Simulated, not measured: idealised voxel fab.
process module | voxel capacitor over wiring
cross-section cut | 225 nm wide | cells 5 nm
A cross-section is a grid of square cells, given in bands from the top down. A band is one or more rows of cells.
Each band's line starts with the height of the band's top and of its bottom, in nm. Then come its materials from left to right, each with its width in nm. One material with "throughout" fills the band from edge to edge. "air" is empty space.
Height 0 is the level under which the wafer as received is all one material. The lowest band goes on downwards, as in "0 down".
A width such as "30 to 40" changes by the same amount from each row of cells to the next, from the band's top row to its bottom row.
"no change" after a step means that no cell of the cross-section changed.
closed voids: empty space of 8 cells or more with no open way to the top, each as width x height at its distance from the left edge, in nm
after a step's settings: what the simulator itself notes on the step
overlay nm, on a step with a mask: how far to the right of its planned place the mask lay; to the left if negative
plan
1 op RECEIVE | material Si
2 op CONFORMAL_DEP | material SiO2 | thk nm 10
3 op DIRECTIONAL_DEP | material TiN | thk nm 5
4 op DIRECTIONAL_DEP | material W | thk nm 25
5 op DIRECTIONAL_DEP | material aC | thk nm 15
6 op PATTERN | tone cover | mask id METAL_1 | material resist | width nm 20 | pitch nm 90 | thk nm 30 | overlay nm 0
7 op DIRECTIONAL_ETCH | etch materials aC | depth nm 15
8 op STRIP | etch materials resist
9 op DIRECTIONAL_ETCH | etch materials W | depth nm 25
10 op DIRECTIONAL_ETCH | etch materials TiN | depth nm 5
11 op STRIP | etch materials aC
12 op FILL_DEP | material lowk | thk nm 5
13 op CMP | height nm 40
14 op CONFORMAL_DEP | material SiCN | thk nm 5
15 op DIRECTIONAL_DEP | material SiO2 | thk nm 15
16 op DIRECTIONAL_DEP | material aC | thk nm 15
17 op PATTERN | tone open | mask id PLUG_1 | material resist | width nm 15 | thk nm 35 | overlay nm 0
18 op DIRECTIONAL_ETCH | etch materials aC | depth nm 15
19 op STRIP | etch materials resist
20 op DIRECTIONAL_ETCH | etch materials SiO2 | depth nm 15
21 op DIRECTIONAL_ETCH | etch materials SiCN | depth nm 5
22 op STRIP | etch materials aC
23 op EPI | material Ru | thk nm 10
24 op EPI | material Ru | thk nm 10
25 op DIRECTIONAL_DEP | material TiN | thk nm 10
26 op DIRECTIONAL_DEP | material Al2O3 | thk nm 5
27 op DIRECTIONAL_DEP | material TiN | thk nm 5
28 op DIRECTIONAL_DEP | material aC | thk nm 15
29 op PATTERN | tone cover | mask id UPPER_PLATE | material resist | width nm 75 | thk nm 35 | overlay nm 0
30 op DIRECTIONAL_ETCH | etch materials aC | depth nm 15
31 op STRIP | etch materials resist
32 op DIRECTIONAL_ETCH | etch materials TiN | depth nm 5
33 op DIRECTIONAL_ETCH | etch materials Al2O3 | depth nm 5
34 op STRIP | etch materials aC
35 op PATTERN | tone cover | mask id LOWER_PLATE | material resist | width nm 85 | thk nm 15 | overlay nm 0
36 op DIRECTIONAL_ETCH | etch materials TiN | depth nm 10
37 op STRIP | etch materials resist
38 op FILL_DEP | material SiO2 | thk nm 15
39 op CMP | height nm 90
40 op MASKED_ETCH | tone open | mask id PLUG_2 | width nm 15 | etch materials SiO2 | depth nm 10 | overlay nm 0
41 op CONFORMAL_DEP | material TiN | thk nm 5
42 op FILL_DEP | material Ru | thk nm 5
43 op CMP | height nm 90
44 op CONFORMAL_DEP | material SiCN | thk nm 5
as received, after step 1
  0 down: Si throughout
  closed voids: none
first wafer at the end, as planned
  95 to 90: SiCN throughout
  90 to 85: SiO2 70 | TiN 5 | Ru 5 | TiN 5 | SiO2 140
  85 to 75: SiO2 70 to 60 | TiN 15 to 75 | SiO2 140 to 90
  75 to 70: SiO2 60 | Al2O3 75 | SiO2 90
  70 to 60: SiO2 55 | TiN 85 | SiO2 85
  60 to 45: SiO2 60 | Ru 15 | SiO2 150
  45 to 40: SiCN 60 | Ru 15 | SiCN 150
  40 to 15: lowk 55 | W 20 | lowk 70 | W 20 | lowk 60
  15 to 10: lowk 55 | TiN 20 | lowk 70 | TiN 20 | lowk 60
  10 to 0: SiO2 throughout
  0 down: Si throughout
  closed voids: none
second wafer at the end: like start, like plan, one mistake
  95 to 90: SiCN throughout
  90 to 80: SiO2 55 | TiN 85 | SiO2 85
  80 to 60: Ru throughout
  60 to 45: TiN throughout
  45 to 40: SiCN throughout
  40 to 15: lowk 55 | W 20 | lowk 70 | W 20 | lowk 60
  15 to 10: lowk 55 | TiN 20 | lowk 70 | TiN 20 | lowk 60
  10 to 0: SiO2 throughout
  0 down: Si throughout
  closed voids: none
what went wrong: step 15 ran as: op DIRECTIONAL_DEP | material TiN | thk nm 15
at the end the second wafer has, in cells: 15 fewer of Al2O3 | 167 more of Ru | 3 more of SiCN | 270 fewer of SiO2 | 115 more of TiN
